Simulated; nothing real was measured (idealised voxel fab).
The name of this process module is voxel self aligned vias.
Cross-sectional view cut (width: 295 nm; square cell size: 5 nm).
In what follows, cross-sections appear as grids of square cells, described through bands that run from the top down, where every band is one or more rows of cells. Quick guide to a band line: top height, bottom height (nm) up front; then every material left to right with its width in nm. Only one material and it's marked "edge to edge"? Then it fills the band edge to edge. And "empty" just means empty space. Basically, 0 is our baseline, since under it the wafer straight out of the box is all one material. The bottom band has no lower end and keeps on going down, so it looks like "top 0, no bottom". Top row gets the first number, bottom row gets the second, and each row in between changes by the same step: that is how a band width like "30->40" works. Given "nothing different" for a step, no cell of the cross-section differs between before and after that step. Closed empty spaces (no open way to the top) of 8 cells or more are what "Sealed cavities" lists, each as width x height at distance from the left edge, nm for all three. If you see something after the settings on a step's line, that's the simulator's own remark about that step. overlay nm: mask right of planned place by this much (step with mask). Neg. = left. If you're wondering how to read the rest of this, here's the deal. It's pairs of cross-sections: one from before a process step, one from after it. The after one is only drawn as far down as the lowest band that changed. Right under each pair you'll see which step sits between them and what its settings were. Don't read the pairs as one continuous story, though. They can come from different runs of this module on the same starting wafer, and a pair only carries on from the one above it where its entry headed "Before this step" says so.
[Before this step]
	top 75, bottom 60  65 of resist / 35 of empty / 95 of resist / 35 of empty / 65 of resist
	top 60, bottom 45  SiO2 edge to edge
	top 45, bottom 40  SiN edge to edge
	top 40, bottom 35  70 of SiO2 / 25 of SiN / 40 of SiO2 / 25 of SiN / 40 of SiO2 / 25 of SiN / 70 of SiO2
	top 35, bottom 15  70 of SiO2 / 5 of TiN / 15 of W / 5 of TiN / 40 of SiO2 / 5 of TiN / 15 of W / 5 of TiN / 40 of SiO2 / 5 of TiN / 15 of W / 5 of TiN / 70 of SiO2
	top 15, bottom 10  70 of SiO2 / 25 of TiN / 40 of SiO2 / 25 of TiN / 40 of SiO2 / 25 of TiN / 70 of SiO2
	top 10, bottom 5  SiCN edge to edge
	top 5, bottom 0  SiO2 edge to edge
	top 0, no bottom  Si edge to edge
	Sealed cavities: none
[Cross-Section After Step]
	top 75, bottom 60  65 of resist / 35 of empty / 95 of resist / 35 of empty / 65 of resist
	top 60, bottom 45  65 of SiO2 / 35 of empty / 95 of SiO2 / 35 of empty / 65 of SiO2
	Beneath the level 45, the cross-section is identical to its previous state.
	Sealed cavities: none
Process step bridging the above cross-sections: DIRECTIONAL_ETCH [etch materials SiO2] [depth nm 15]
Before this step: unchanged from the after cross-section in the pair immediately above; refer to that figure.
[Cross-Section After Step]
	top 75, bottom 60  65 of resist / 35 of empty / 95 of resist / 35 of empty / 65 of resist
	top 60, bottom 45  65 of SiO2 / 35 of empty / 95 of SiO2 / 35 of empty / 65 of SiO2
	top 45, bottom 40  65 of SiN / 35 of empty / 95 of SiN / 35 of empty / 65 of SiN
	top 40, bottom 35  70 of SiO2 / 25 of empty / 40 of SiO2 / 25 of SiN / 40 of SiO2 / 25 of empty / 70 of SiO2
	Beneath the level 35, the cross-section is identical to its previous state.
	Sealed cavities: none
Process step bridging the above cross-sections: DIRECTIONAL_ETCH [etch materials SiN] [depth nm 10]
Before this step: unchanged from the after cross-section in the pair immediately above; refer to that figure.
[Cross-Section After Step]
	top 60, bottom 45  65 of SiO2 / 35 of empty / 95 of SiO2 / 35 of empty / 65 of SiO2
	Beneath the level 45, the cross-section is identical to its previous state.
	Sealed cavities: none
Process step bridging the above cross-sections: STRIP [etch materials resist]
Before this step: unchanged from the after cross-section in the pair immediately above; refer to that figure.
[Cross-Section After Step]
	top 65, bottom 60  70 of TiN / 25 of empty / 105 of TiN / 25 of empty / 70 of TiN
	top 60, bottom 45  65 of SiO2 / 5 of TiN / 25 of empty / 5 of TiN / 95 of SiO2 / 5 of TiN / 25 of empty / 5 of TiN / 65 of SiO2
	top 45, bottom 40  65 of SiN / 10 of TiN / 15 of empty / 10 of TiN / 95 of SiN / 10 of TiN / 15 of empty / 10 of TiN / 65 of SiN
	top 40, bottom 35  70 of SiO2 / 25 of TiN / 40 of SiO2 / 25 of SiN / 40 of SiO2 / 25 of TiN / 70 of SiO2
	Beneath the level 35, the cross-section is identical to its previous state.
	Sealed cavities: none
Process step bridging the above cross-sections: CONFORMAL_DEP [material TiN] [thk nm 5]
Before this step: unchanged from the after cross-section in the pair immediately above; refer to that figure.
[Cross-Section After Step]
	top 75, bottom 65  Ru edge to edge
	top 65, bottom 60  70 of TiN / 25 of Ru / 105 of TiN / 25 of Ru / 70 of TiN
	top 60, bottom 45  65 of SiO2 / 5 of TiN / 25 of Ru / 5 of TiN / 95 of SiO2 / 5 of TiN / 25 of Ru / 5 of TiN / 65 of SiO2
	top 45, bottom 40  65 of SiN / 10 of TiN / 15 of Ru / 10 of TiN / 95 of SiN / 10 of TiN / 15 of Ru / 10 of TiN / 65 of SiN
	Beneath the level 40, the cross-section is identical to its previous state.
	Sealed cavities: none
Process step bridging the above cross-sections: FILL_DEP [material Ru] [thk nm 10]
Before this step: unchanged from the after cross-section in the pair immediately above; refer to that figure.
[Cross-Section After Step]
	top 60, bottom 45  65 of SiO2 / 5 of TiN / 25 of Ru / 5 of TiN / 95 of SiO2 / 5 of TiN / 25 of Ru / 5 of TiN / 65 of SiO2
	Beneath the level 45, the cross-section is identical to its previous state.
	Sealed cavities: none
Process step bridging the above cross-sections: CMP [height nm 60]
Before this step: unchanged from the after cross-section in the pair immediately above; refer to that figure.
[Cross-Section After Step]
	top 65, bottom 60  SiCN edge to edge
	Beneath the level 60, the cross-section is identical to its previous state.
	Sealed cavities: none
Process step bridging the above cross-sections: CONFORMAL_DEP [material SiCN] [thk nm 5]
[Before this step]
	top 45, bottom 15  SiO2 edge to edge
	top 15, bottom 10  SiCN edge to edge
	top 10, bottom 0  SiO2 edge to edge
	top 0, no bottom  Si edge to edge
	Sealed cavities: none
[Cross-Section After Step]
	top 45, bottom 15  75 of SiO2 / 20 of empty / 45 of SiO2 / 20 of empty / 45 of SiO2 / 20 of empty / 70 of SiO2
	Beneath the level 15, the cross-section is identical to its previous state.
	Sealed cavities: none
Process step bridging the above cross-sections: MASKED_ETCH [tone open] [mask id LINES] [width nm 20] [pitch nm 65] [etch materials SiO2] [depth nm 30] [overlay nm 0]
Before this step: unchanged from the after cross-section in the pair immediately above; refer to that figure.
[Cross-Section After Step]
	top 50, bottom 45  80 of TiN / 10 of empty / 55 of TiN / 10 of empty / 55 of TiN / 10 of empty / 75 of TiN
	top 45, bottom 20  75 of SiO2 / 5 of TiN / 10 of empty / 5 of TiN / 45 of SiO2 / 5 of TiN / 10 of empty / 5 of TiN / 45 of SiO2 / 5 of TiN / 10 of empty / 5 of TiN / 70 of SiO2
	top 20, bottom 15  75 of SiO2 / 20 of TiN / 45 of SiO2 / 20 of TiN / 45 of SiO2 / 20 of TiN / 70 of SiO2
	Beneath the level 15, the cross-section is identical to its previous state.
	Sealed cavities: none
Process step bridging the above cross-sections: CONFORMAL_DEP [material TiN] [thk nm 5]
Before this step: unchanged from the after cross-section in the pair immediately above; refer to that figure.
[Cross-Section After Step]
	top 60, bottom 50  W edge to edge
	top 50, bottom 45  80 of TiN / 10 of W / 55 of TiN / 10 of W / 55 of TiN / 10 of W / 75 of TiN
	top 45, bottom 20  75 of SiO2 / 5 of TiN / 10 of W / 5 of TiN / 45 of SiO2 / 5 of TiN / 10 of W / 5 of TiN / 45 of SiO2 / 5 of TiN / 10 of W / 5 of TiN / 70 of SiO2
	Beneath the level 20, the cross-section is identical to its previous state.
	Sealed cavities: none
Process step bridging the above cross-sections: FILL_DEP [material W] [thk nm 10]
Before this step: unchanged from the after cross-section in the pair immediately above; refer to that figure.
[Cross-Section After Step]
	top 45, bottom 20  75 of SiO2 / 5 of TiN / 10 of W / 5 of TiN / 45 of SiO2 / 5 of TiN / 10 of W / 5 of TiN / 45 of SiO2 / 5 of TiN / 10 of W / 5 of TiN / 70 of SiO2
	Beneath the level 20, the cross-section is identical to its previous state.
	Sealed cavities: none
Process step bridging the above cross-sections: CMP [height nm 45]
Before this step: unchanged from the after cross-section in the pair immediately above; refer to that figure.
[Cross-Section After Step]
	top 45, bottom 35  75 of SiO2 / 20 of empty / 45 of SiO2 / 20 of empty / 45 of SiO2 / 20 of empty / 70 of SiO2
	Beneath the level 35, the cross-section is identical to its previous state.
	Sealed cavities: none
Process step bridging the above cross-sections: SELECTIVE_ETCH [etch materials W Ru TiN] [depth nm 10]
Before this step: unchanged from the after cross-section in the pair immediately above; refer to that figure.
[Cross-Section After Step]
	top 50, bottom 45  SiN edge to edge
	top 45, bottom 35  75 of SiO2 / 20 of SiN / 45 of SiO2 / 20 of SiN / 45 of SiO2 / 20 of SiN / 70 of SiO2
	Beneath the level 35, the cross-section is identical to its previous state.
	Sealed cavities: none
Process step bridging the above cross-sections: FILL_DEP [material SiN] [thk nm 5]
Before this step: unchanged from the after cross-section in the pair immediately above; refer to that figure.
[Cross-Section After Step]
	top 45, bottom 35  75 of SiO2 / 20 of SiN / 45 of SiO2 / 20 of SiN / 45 of SiO2 / 20 of SiN / 70 of SiO2
	Beneath the level 35, the cross-section is identical to its previous state.
	Sealed cavities: none
Process step bridging the above cross-sections: CMP [height nm 45]
Before this step: unchanged from the after cross-section in the pair immediately above; refer to that figure.
[Cross-Section After Step]
	top 60, bottom 45  SiO2 edge to edge
	Beneath the level 45, the cross-section is identical to its previous state.
	Sealed cavities: none
Process step bridging the above cross-sections: DIRECTIONAL_DEP [material SiO2] [thk nm 15]
Before this step: unchanged from the after cross-section in the pair immediately above; refer to that figure.
[Cross-Section After Step]
	top 75, bottom 60  65 of resist / 35 of empty / 95 of resist / 35 of empty / 65 of resist
	Beneath the level 60, the cross-section is identical to its previous state.
	Sealed cavities: none
Process step bridging the above cross-sections: PATTERN [tone open] [mask id VIAS] [material resist] [width nm 35] [pitch nm 130] [thk nm 15] [overlay nm 0]
Before this step: unchanged from the after cross-section in the pair immediately above; refer to that figure.
[Cross-Section After Step]
	top 75, bottom 60  65 of resist / 35 of empty / 95 of resist / 35 of empty / 65 of resist
	top 60, bottom 45  65 of SiO2 / 35 of empty / 95 of SiO2 / 35 of empty / 65 of SiO2
	Beneath the level 45, the cross-section is identical to its previous state.
	Sealed cavities: none
Process step bridging the above cross-sections: DIRECTIONAL_ETCH [etch materials SiO2] [depth nm 15]
Before this step: unchanged from the after cross-section in the pair immediately above; refer to that figure.
[Cross-Section After Step]
	top 75, bottom 60  65 of resist / 35 of empty / 95 of resist / 35 of empty / 65 of resist
	top 60, bottom 45  65 of SiO2 / 35 of empty / 95 of SiO2 / 35 of empty / 65 of SiO2
	top 45, bottom 35  75 of SiO2 / 20 of empty / 45 of SiO2 / 20 of SiN / 45 of SiO2 / 20 of empty / 70 of SiO2
	Beneath the level 35, the cross-section is identical to its previous state.
	Sealed cavities: none
Process step bridging the above cross-sections: DIRECTIONAL_ETCH [etch materials SiN] [depth nm 10]
Before this step: unchanged from the after cross-section in the pair immediately above; refer to that figure.
[Cross-Section After Step]
	top 60, bottom 45  65 of SiO2 / 35 of empty / 95 of SiO2 / 35 of empty / 65 of SiO2
	Beneath the level 45, the cross-section is identical to its previous state.
	Sealed cavities: none
Process step bridging the above cross-sections: STRIP [etch materials resist]
Before this step: unchanged from the after cross-section in the pair immediately above; refer to that figure.
[Cross-Section After Step]
	top 65, bottom 60  70 of TiN / 25 of empty / 105 of TiN / 25 of empty / 70 of TiN
	top 60, bottom 50  65 of SiO2 / 5 of TiN / 25 of empty / 5 of TiN / 95 of SiO2 / 5 of TiN / 25 of empty / 5 of TiN / 65 of SiO2
	top 50, bottom 45  65 of SiO2 / 15 of TiN / 10 of empty / 10 of TiN / 95 of SiO2 / 15 of TiN / 10 of empty / 10 of TiN / 65 of SiO2
	top 45, bottom 40  75 of SiO2 / 5 of TiN / 10 of empty / 5 of TiN / 45 of SiO2 / 20 of SiN / 45 of SiO2 / 5 of TiN / 10 of empty / 5 of TiN / 70 of SiO2
	top 40, bottom 35  75 of SiO2 / 20 of TiN / 45 of SiO2 / 20 of SiN / 45 of SiO2 / 20 of TiN / 70 of SiO2
	Beneath the level 35, the cross-section is identical to its previous state.
	Sealed cavities: none
Process step bridging the above cross-sections: CONFORMAL_DEP [material TiN] [thk nm 5]
Before this step: unchanged from the after cross-section in the pair immediately above; refer to that figure.
[Cross-Section After Step]
	top 75, bottom 65  Ru edge to edge
	top 65, bottom 60  70 of TiN / 25 of Ru / 105 of TiN / 25 of Ru / 70 of TiN
	top 60, bottom 50  65 of SiO2 / 5 of TiN / 25 of Ru / 5 of TiN / 95 of SiO2 / 5 of TiN / 25 of Ru / 5 of TiN / 65 of SiO2
	top 50, bottom 45  65 of SiO2 / 15 of TiN / 10 of Ru / 10 of TiN / 95 of SiO2 / 15 of TiN / 10 of Ru / 10 of TiN / 65 of SiO2
	top 45, bottom 40  75 of SiO2 / 5 of TiN / 10 of Ru / 5 of TiN / 45 of SiO2 / 20 of SiN / 45 of SiO2 / 5 of TiN / 10 of Ru / 5 of TiN / 70 of SiO2
	Beneath the level 40, the cross-section is identical to its previous state.
	Sealed cavities: none
Process step bridging the above cross-sections: FILL_DEP [material Ru] [thk nm 10]
Before this step: unchanged from the after cross-section in the pair immediately above; refer to that figure.
[Cross-Section After Step]
	top 60, bottom 50  65 of SiO2 / 5 of TiN / 25 of Ru / 5 of TiN / 95 of SiO2 / 5 of TiN / 25 of Ru / 5 of TiN / 65 of SiO2
	Beneath the level 50, the cross-section is identical to its previous state.
	Sealed cavities: none
Process step bridging the above cross-sections: CMP [height nm 60]
Before this step: unchanged from the after cross-section in the pair immediately above; refer to that figure.
[Cross-Section After Step]
	top 65, bottom 60  SiCN edge to edge
	Beneath the level 60, the cross-section is identical to its previous state.
	Sealed cavities: none
Process step bridging the above cross-sections: CONFORMAL_DEP [material SiCN] [thk nm 5]
[Before this step]
	top 60, bottom 45  SiO2 edge to edge
	top 45, bottom 35  70 of SiO2 / 25 of SiN / 40 of SiO2 / 25 of SiN / 40 of SiO2 / 25 of SiN / 70 of SiO2
	top 35, bottom 20  70 of SiO2 / 5 of TiN / 15 of W / 5 of TiN / 40 of SiO2 / 5 of TiN / 15 of W / 5 of TiN / 40 of SiO2 / 5 of TiN / 15 of W / 5 of TiN / 70 of SiO2
	top 20, bottom 15  70 of SiO2 / 25 of TiN / 40 of SiO2 / 25 of TiN / 40 of SiO2 / 25 of TiN / 70 of SiO2
	top 15, bottom 10  SiCN edge to edge
	top 10, bottom 0  SiO2 edge to edge
	top 0, no bottom  Si edge to edge
	Sealed cavities: none
[Cross-Section After Step]
	top 75, bottom 60  75 of resist / 35 of empty / 95 of resist / 35 of empty / 55 of resist
	Beneath the level 60, the cross-section is identical to its previous state.
	Sealed cavities: none
Process step bridging the above cross-sections: PATTERN [tone open] [mask id VIAS] [material resist] [width nm 35] [pitch nm 130] [thk nm 15] [overlay nm 10]
Before this step: unchanged from the after cross-section in the pair immediately above; refer to that figure.
[Cross-Section After Step]
	top 75, bottom 60  75 of resist / 35 of empty / 95 of resist / 35 of empty / 55 of resist
	top 60, bottom 45  75 of SiO2 / 35 of empty / 95 of SiO2 / 35 of empty / 55 of SiO2
	Beneath the level 45, the cross-section is identical to its previous state.
	Sealed cavities: none
Process step bridging the above cross-sections: DIRECTIONAL_ETCH [etch materials SiO2] [depth nm 15]
Before this step: unchanged from the after cross-section in the pair immediately above; refer to that figure.
[Cross-Section After Step]
	top 75, bottom 60  75 of resist / 35 of empty / 95 of resist / 35 of empty / 55 of resist
	top 60, bottom 45  75 of SiO2 / 35 of empty / 95 of SiO2 / 35 of empty / 55 of SiO2
	top 45, bottom 35  70 of SiO2 / 5 of SiN / 20 of empty / 40 of SiO2 / 25 of SiN / 40 of SiO2 / 5 of SiN / 20 of empty / 70 of SiO2
	Beneath the level 35, the cross-section is identical to its previous state.
	Sealed cavities: none
Process step bridging the above cross-sections: DIRECTIONAL_ETCH [etch materials SiN] [depth nm 10]
Before this step: unchanged from the after cross-section in the pair immediately above; refer to that figure.
[Cross-Section After Step]
	top 60, bottom 45  75 of SiO2 / 35 of empty / 95 of SiO2 / 35 of empty / 55 of SiO2
	Beneath the level 45, the cross-section is identical to its previous state.
	Sealed cavities: none
Process step bridging the above cross-sections: STRIP [etch materials resist]
Before this step: unchanged from the after cross-section in the pair immediately above; refer to that figure.
[Cross-Section After Step]
	top 65, bottom 60  80 of TiN / 25 of empty / 105 of TiN / 25 of empty / 60 of TiN
	top 60, bottom 50  75 of SiO2 / 5 of TiN / 25 of empty / 5 of TiN / 95 of SiO2 / 5 of TiN / 25 of empty / 5 of TiN / 55 of SiO2
	top 50, bottom 45  75 of SiO2 / 5 of TiN / 10 of empty / 20 of TiN / 95 of SiO2 / 5 of TiN / 10 of empty / 20 of TiN / 55 of SiO2
	top 45, bottom 40  70 of SiO2 / 5 of SiN / 5 of TiN / 10 of empty / 5 of TiN / 40 of SiO2 / 25 of SiN / 40 of SiO2 / 5 of SiN / 5 of TiN / 10 of empty / 5 of TiN / 70 of SiO2
	top 40, bottom 35  70 of SiO2 / 5 of SiN / 20 of TiN / 40 of SiO2 / 25 of SiN / 40 of SiO2 / 5 of SiN / 20 of TiN / 70 of SiO2
	Beneath the level 35, the cross-section is identical to its previous state.
	Sealed cavities: none
Process step bridging the above cross-sections: CONFORMAL_DEP [material TiN] [thk nm 5]
Before this step: unchanged from the after cross-section in the pair immediately above; refer to that figure.
[Cross-Section After Step]
	top 75, bottom 65  Ru edge to edge
	top 65, bottom 60  80 of TiN / 25 of Ru / 105 of TiN / 25 of Ru / 60 of TiN
	top 60, bottom 50  75 of SiO2 / 5 of TiN / 25 of Ru / 5 of TiN / 95 of SiO2 / 5 of TiN / 25 of Ru / 5 of TiN / 55 of SiO2
	top 50, bottom 45  75 of SiO2 / 5 of TiN / 10 of Ru / 20 of TiN / 95 of SiO2 / 5 of TiN / 10 of Ru / 20 of TiN / 55 of SiO2
	top 45, bottom 40  70 of SiO2 / 5 of SiN / 5 of TiN / 10 of Ru / 5 of TiN / 40 of SiO2 / 25 of SiN / 40 of SiO2 / 5 of SiN / 5 of TiN / 10 of Ru / 5 of TiN / 70 of SiO2
	Beneath the level 40, the cross-section is identical to its previous state.
	Sealed cavities: none
Process step bridging the above cross-sections: FILL_DEP [material Ru] [thk nm 10]
Before this step: unchanged from the after cross-section in the pair immediately above; refer to that figure.
[Cross-Section After Step]
	top 60, bottom 50  75 of SiO2 / 5 of TiN / 25 of Ru / 5 of TiN / 95 of SiO2 / 5 of TiN / 25 of Ru / 5 of TiN / 55 of SiO2
	Beneath the level 50, the cross-section is identical to its previous state.
	Sealed cavities: none
Process step bridging the above cross-sections: CMP [height nm 60]
Before this step: unchanged from the after cross-section in the pair immediately above; refer to that figure.
[Cross-Section After Step]
	top 65, bottom 60  SiCN edge to edge
	Beneath the level 60, the cross-section is identical to its previous state.
	Sealed cavities: none
Process step bridging the above cross-sections: CONFORMAL_DEP [material SiCN] [thk nm 5]
[Before this step]
	top 45, bottom 15  70 of SiO2 / 25 of empty / 40 of SiO2 / 25 of empty / 40 of SiO2 / 25 of empty / 70 of SiO2
	top 15, bottom 10  SiCN edge to edge
	top 10, bottom 0  SiO2 edge to edge
	top 0, no bottom  Si edge to edge
	Sealed cavities: none
[Cross-Section After Step]
	top 50, bottom 45  75 of SiN / 15 of empty / 50 of SiN / 15 of empty / 50 of SiN / 15 of empty / 75 of SiN
	top 45, bottom 20  70 of SiO2 / 5 of SiN / 15 of empty / 5 of SiN / 40 of SiO2 / 5 of SiN / 15 of empty / 5 of SiN / 40 of SiO2 / 5 of SiN / 15 of empty / 5 of SiN / 70 of SiO2
	top 20, bottom 15  70 of SiO2 / 25 of SiN / 40 of SiO2 / 25 of SiN / 40 of SiO2 / 25 of SiN / 70 of SiO2
	Beneath the level 15, the cross-section is identical to its previous state.
	Sealed cavities: none
Process step bridging the above cross-sections: CONFORMAL_DEP [material SiN] [thk nm 5]
Before this step: unchanged from the after cross-section in the pair immediately above; refer to that figure.
[Cross-Section After Step]
	top 60, bottom 50  W edge to edge
	top 50, bottom 45  75 of SiN / 15 of W / 50 of SiN / 15 of W / 50 of SiN / 15 of W / 75 of SiN
	top 45, bottom 20  70 of SiO2 / 5 of SiN / 15 of W / 5 of SiN / 40 of SiO2 / 5 of SiN / 15 of W / 5 of SiN / 40 of SiO2 / 5 of SiN / 15 of W / 5 of SiN / 70 of SiO2
	Beneath the level 20, the cross-section is identical to its previous state.
	Sealed cavities: none
Process step bridging the above cross-sections: FILL_DEP [material W] [thk nm 10]
Before this step: unchanged from the after cross-section in the pair immediately above; refer to that figure.
[Cross-Section After Step]
	top 45, bottom 20  70 of SiO2 / 5 of SiN / 15 of W / 5 of SiN / 40 of SiO2 / 5 of SiN / 15 of W / 5 of SiN / 40 of SiO2 / 5 of SiN / 15 of W / 5 of SiN / 70 of SiO2
	Beneath the level 20, the cross-section is identical to its previous state.
	Sealed cavities: none
Process step bridging the above cross-sections: CMP [height nm 45]
Before this step: unchanged from the after cross-section in the pair immediately above; refer to that figure.
[Cross-Section After Step]
	top 45, bottom 35  70 of SiO2 / 5 of SiN / 15 of empty / 5 of SiN / 40 of SiO2 / 5 of SiN / 15 of empty / 5 of SiN / 40 of SiO2 / 5 of SiN / 15 of empty / 5 of SiN / 70 of SiO2
	Beneath the level 35, the cross-section is identical to its previous state.
	Sealed cavities: none
Process step bridging the above cross-sections: SELECTIVE_ETCH [etch materials W Ru TiN] [depth nm 10]
Before this step: unchanged from the after cross-section in the pair immediately above; refer to that figure.
[Cross-Section After Step]
	top 50, bottom 45  SiN edge to edge
	top 45, bottom 35  70 of SiO2 / 25 of SiN / 40 of SiO2 / 25 of SiN / 40 of SiO2 / 25 of SiN / 70 of SiO2
	Beneath the level 35, the cross-section is identical to its previous state.
	Sealed cavities: none
Process step bridging the above cross-sections: FILL_DEP [material SiN] [thk nm 5]
Before this step: unchanged from the after cross-section in the pair immediately above; refer to that figure.
[Cross-Section After Step]
	top 45, bottom 35  70 of SiO2 / 25 of SiN / 40 of SiO2 / 25 of SiN / 40 of SiO2 / 25 of SiN / 70 of SiO2
	Beneath the level 35, the cross-section is identical to its previous state.
	Sealed cavities: none
Process step bridging the above cross-sections: CMP [height nm 45]
Before this step: unchanged from the after cross-section in the pair immediately above; refer to that figure.
[Cross-Section After Step]
	top 60, bottom 45  SiO2 edge to edge
	Beneath the level 45, the cross-section is identical to its previous state.
	Sealed cavities: none
Process step bridging the above cross-sections: DIRECTIONAL_DEP [material SiO2] [thk nm 15]
Before this step: unchanged from the after cross-section in the pair immediately above; refer to that figure.
[Cross-Section After Step]
	top 75, bottom 60  65 of resist / 35 of empty / 95 of resist / 35 of empty / 65 of resist
	Beneath the level 60, the cross-section is identical to its previous state.
	Sealed cavities: none
Process step bridging the above cross-sections: PATTERN [tone open] [mask id VIAS] [material resist] [width nm 35] [pitch nm 130] [thk nm 15] [overlay nm 0]
Before this step: unchanged from the after cross-section in the pair immediately above; refer to that figure.
[Cross-Section After Step]
	top 75, bottom 60  65 of resist / 35 of empty / 95 of resist / 35 of empty / 65 of resist
	top 60, bottom 45  65 of SiO2 / 35 of empty / 95 of SiO2 / 35 of empty / 65 of SiO2
	Beneath the level 45, the cross-section is identical to its previous state.
	Sealed cavities: none
Process step bridging the above cross-sections: DIRECTIONAL_ETCH [etch materials SiO2] [depth nm 15]
Before this step: unchanged from the after cross-section in the pair immediately above; refer to that figure.
[Cross-Section After Step]
	top 75, bottom 60  65 of resist / 35 of empty / 95 of resist / 35 of empty / 65 of resist
	top 60, bottom 45  65 of SiO2 / 35 of empty / 95 of SiO2 / 35 of empty / 65 of SiO2
	top 45, bottom 35  70 of SiO2 / 25 of empty / 40 of SiO2 / 25 of SiN / 40 of SiO2 / 25 of empty / 70 of SiO2
	Beneath the level 35, the cross-section is identical to its previous state.
	Sealed cavities: none
Process step bridging the above cross-sections: DIRECTIONAL_ETCH [etch materials SiN] [depth nm 10]
Before this step: unchanged from the after cross-section in the pair immediately above; refer to that figure.
[Cross-Section After Step]
	top 60, bottom 45  65 of SiO2 / 35 of empty / 95 of SiO2 / 35 of empty / 65 of SiO2
	Beneath the level 45, the cross-section is identical to its previous state.
	Sealed cavities: none
Process step bridging the above cross-sections: STRIP [etch materials resist]
Before this step: unchanged from the after cross-section in the pair immediately above; refer to that figure.
[Cross-Section After Step]
	top 65, bottom 60  70 of TiN / 25 of empty / 105 of TiN / 25 of empty / 70 of TiN
	top 60, bottom 50  65 of SiO2 / 5 of TiN / 25 of empty / 5 of TiN / 95 of SiO2 / 5 of TiN / 25 of empty / 5 of TiN / 65 of SiO2
	top 50, bottom 45  65 of SiO2 / 10 of TiN / 15 of empty / 10 of TiN / 95 of SiO2 / 10 of TiN / 15 of empty / 10 of TiN / 65 of SiO2
	top 45, bottom 40  70 of SiO2 / 5 of TiN / 15 of empty / 5 of TiN / 40 of SiO2 / 25 of SiN / 40 of SiO2 / 5 of TiN / 15 of empty / 5 of TiN / 70 of SiO2
	top 40, bottom 35  70 of SiO2 / 25 of TiN / 40 of SiO2 / 25 of SiN / 40 of SiO2 / 25 of TiN / 70 of SiO2
	Beneath the level 35, the cross-section is identical to its previous state.
	Sealed cavities: none
Process step bridging the above cross-sections: CONFORMAL_DEP [material TiN] [thk nm 5]
Before this step: unchanged from the after cross-section in the pair immediately above; refer to that figure.
[Cross-Section After Step]
	top 75, bottom 65  Ru edge to edge
	top 65, bottom 60  70 of TiN / 25 of Ru / 105 of TiN / 25 of Ru / 70 of TiN
	top 60, bottom 50  65 of SiO2 / 5 of TiN / 25 of Ru / 5 of TiN / 95 of SiO2 / 5 of TiN / 25 of Ru / 5 of TiN / 65 of SiO2
	top 50, bottom 45  65 of SiO2 / 10 of TiN / 15 of Ru / 10 of TiN / 95 of SiO2 / 10 of TiN / 15 of Ru / 10 of TiN / 65 of SiO2
	top 45, bottom 40  70 of SiO2 / 5 of TiN / 15 of Ru / 5 of TiN / 40 of SiO2 / 25 of SiN / 40 of SiO2 / 5 of TiN / 15 of Ru / 5 of TiN / 70 of SiO2
	Beneath the level 40, the cross-section is identical to its previous state.
	Sealed cavities: none
Process step bridging the above cross-sections: FILL_DEP [material Ru] [thk nm 10]
Before this step: unchanged from the after cross-section in the pair immediately above; refer to that figure.
[Cross-Section After Step]
	top 60, bottom 50  65 of SiO2 / 5 of TiN / 25 of Ru / 5 of TiN / 95 of SiO2 / 5 of TiN / 25 of Ru / 5 of TiN / 65 of SiO2
	Beneath the level 50, the cross-section is identical to its previous state.
	Sealed cavities: none
Process step bridging the above cross-sections: CMP [height nm 60]
Before this step: unchanged from the after cross-section in the pair immediately above; refer to that figure.
[Cross-Section After Step]
	top 65, bottom 60  SiCN edge to edge
	Beneath the level 60, the cross-section is identical to its previous state.
	Sealed cavities: none
Process step bridging the above cross-sections: CONFORMAL_DEP [material SiCN] [thk nm 5]
[Before this step]
	top 60, bottom 45  SiO2 edge to edge
	top 45, bottom 35  70 of SiO2 / 25 of SiN / 40 of SiO2 / 25 of SiN / 40 of SiO2 / 25 of SiN / 70 of SiO2
	top 35, bottom 20  70 of SiO2 / 5 of TiN / 15 of W / 5 of TiN / 40 of SiO2 / 5 of TiN / 15 of W / 5 of TiN / 40 of SiO2 / 5 of TiN / 15 of W / 5 of TiN / 70 of SiO2
	top 20, bottom 15  70 of SiO2 / 25 of TiN / 40 of SiO2 / 25 of TiN / 40 of SiO2 / 25 of TiN / 70 of SiO2
	top 15, bottom 10  SiCN edge to edge
	top 10, bottom 0  SiO2 edge to edge
	top 0, no bottom  Si edge to edge
	Sealed cavities: none
[Cross-Section After Step]
	top 75, bottom 60  65 of empty / 35 of resist / 95 of empty / 35 of resist / 65 of empty
	Beneath the level 60, the cross-section is identical to its previous state.
	Sealed cavities: none
Process step bridging the above cross-sections: PATTERN [tone cover] [mask id VIAS] [material resist] [width nm 35] [pitch nm 130] [thk nm 15] [overlay nm 0]
Before this step: unchanged from the after cross-section in the pair immediately above; refer to that figure.
[Cross-Section After Step]
	top 75, bottom 60  65 of empty / 35 of resist / 95 of empty / 35 of resist / 65 of empty
	top 60, bottom 45  65 of empty / 35 of SiO2 / 95 of empty / 35 of SiO2 / 65 of empty
	Beneath the level 45, the cross-section is identical to its previous state.
	Sealed cavities: none
Process step bridging the above cross-sections: DIRECTIONAL_ETCH [etch materials SiO2] [depth nm 15]
Before this step: unchanged from the after cross-section in the pair immediately above; refer to that figure.
[Cross-Section After Step]
	top 75, bottom 60  65 of empty / 35 of resist / 95 of empty / 35 of resist / 65 of empty
	top 60, bottom 45  65 of empty / 35 of SiO2 / 95 of empty / 35 of SiO2 / 65 of empty
	top 45, bottom 35  70 of SiO2 / 25 of SiN / 40 of SiO2 / 25 of empty / 40 of SiO2 / 25 of SiN / 70 of SiO2
	Beneath the level 35, the cross-section is identical to its previous state.
	Sealed cavities: none
Process step bridging the above cross-sections: DIRECTIONAL_ETCH [etch materials SiN] [depth nm 10]
Before this step: unchanged from the after cross-section in the pair immediately above; refer to that figure.
[Cross-Section After Step]
	top 60, bottom 45  65 of empty / 35 of SiO2 / 95 of empty / 35 of SiO2 / 65 of empty
	Beneath the level 45, the cross-section is identical to its previous state.
	Sealed cavities: none
Process step bridging the above cross-sections: STRIP [etch materials resist]
Before this step: unchanged from the after cross-section in the pair immediately above; refer to that figure.
[Cross-Section After Step]
	top 65, bottom 60  60 of empty / 45 of TiN / 85 of empty / 45 of TiN / 60 of empty
	top 60, bottom 50  60 of empty / 5 of TiN / 35 of SiO2 / 5 of TiN / 85 of empty / 5 of TiN / 35 of SiO2 / 5 of TiN / 60 of empty
	top 50, bottom 45  65 of TiN / 35 of SiO2 / 40 of TiN / 15 of empty / 40 of TiN / 35 of SiO2 / 65 of TiN
	top 45, bottom 40  70 of SiO2 / 25 of SiN / 40 of SiO2 / 5 of TiN / 15 of empty / 5 of TiN / 40 of SiO2 / 25 of SiN / 70 of SiO2
	top 40, bottom 35  70 of SiO2 / 25 of SiN / 40 of SiO2 / 25 of TiN / 40 of SiO2 / 25 of SiN / 70 of SiO2
	Beneath the level 35, the cross-section is identical to its previous state.
	Sealed cavities: none
Process step bridging the above cross-sections: CONFORMAL_DEP [material TiN] [thk nm 5]
